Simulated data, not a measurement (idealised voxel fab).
The following process module bears the name voxel double patterning.
FYI the section here is cut, 200 nm wide, cells are 5 nm squares.
Square cells in a grid make up a cross-section in this document, and the grid is given as bands, listed from the top down, each one or more rows of cells.
First you get the band's top height and its bottom height, in nm, and then the materials it's made of, left to right, with each width in nm. If you see a single material with "edge to edge", that one covers the band edge to edge. "air" is empty space.
Counting heights begins at 0, where everything beneath is, in the wafer as received, one material. The lowest band has no bottom; it goes on downwards, as "0 -> down" shows.
The width entry "30..40" should be interpreted row by row: the top row of cells in the band takes the first number, the bottom row takes the second number, and the change between adjacent rows is uniform throughout.
Given "nothing changed" for a step, no cell of the cross-section differs between before and after that step.
Sealed internal voids: empty space of 8 cells or more with no open way to the top, each as width x height at its distance from the left edge, in nm
On each step's line, the part that comes after the settings is the simulator's own comment on the step.
"overlay nm" answers the question of how far to the right of plan the mask lay on a step that has a mask, and when it is negative the answer is to the left.

These are the steps we planned for the process:
step 1: RECEIVE with material Si
step 2: CONFORMAL_DEP with material SiO2, thk nm 10
step 3: DIRECTIONAL_DEP with material polySi, thk nm 20
step 4: DIRECTIONAL_DEP with material SiN, thk nm 5
step 5: MASKED_ETCH with tone open, mask id FIRST, width nm 15, pitch nm 50, etch materials SiN, depth nm 5, overlay nm 0
step 6: PATTERN with tone open, mask id SECOND, material resist, width nm 15, pitch nm 50, thk nm 15, overlay nm 0
step 7: DIRECTIONAL_ETCH with etch materials SiN, depth nm 5
step 8: STRIP with etch materials resist
step 9: DIRECTIONAL_ETCH with etch materials polySi, depth nm 20
step 10: STRIP with etch materials SiN

Incoming wafer, cross-sectional view, post step 1:
    0 -> down  Si edge to edge
    Sealed internal voids: none

Final wafer profile in cross-section after the module, from the same start and plan as above, with one mistake made during processing:
    50 -> 30  40 of polySi, then 15 of air, then 10 of polySi, then 15 of air, then 10 of polySi, then 15 of air, then 10 of polySi, then 15 of air, then 10 of polySi, then 15 of air, then 45 of polySi
    30 -> 10  polySi edge to edge
    10 -> 0  SiO2 edge to edge
    0 -> down  Si edge to edge
    Sealed internal voids: none
What was the processing mistake? heads up, step 3 of the plan got done twice
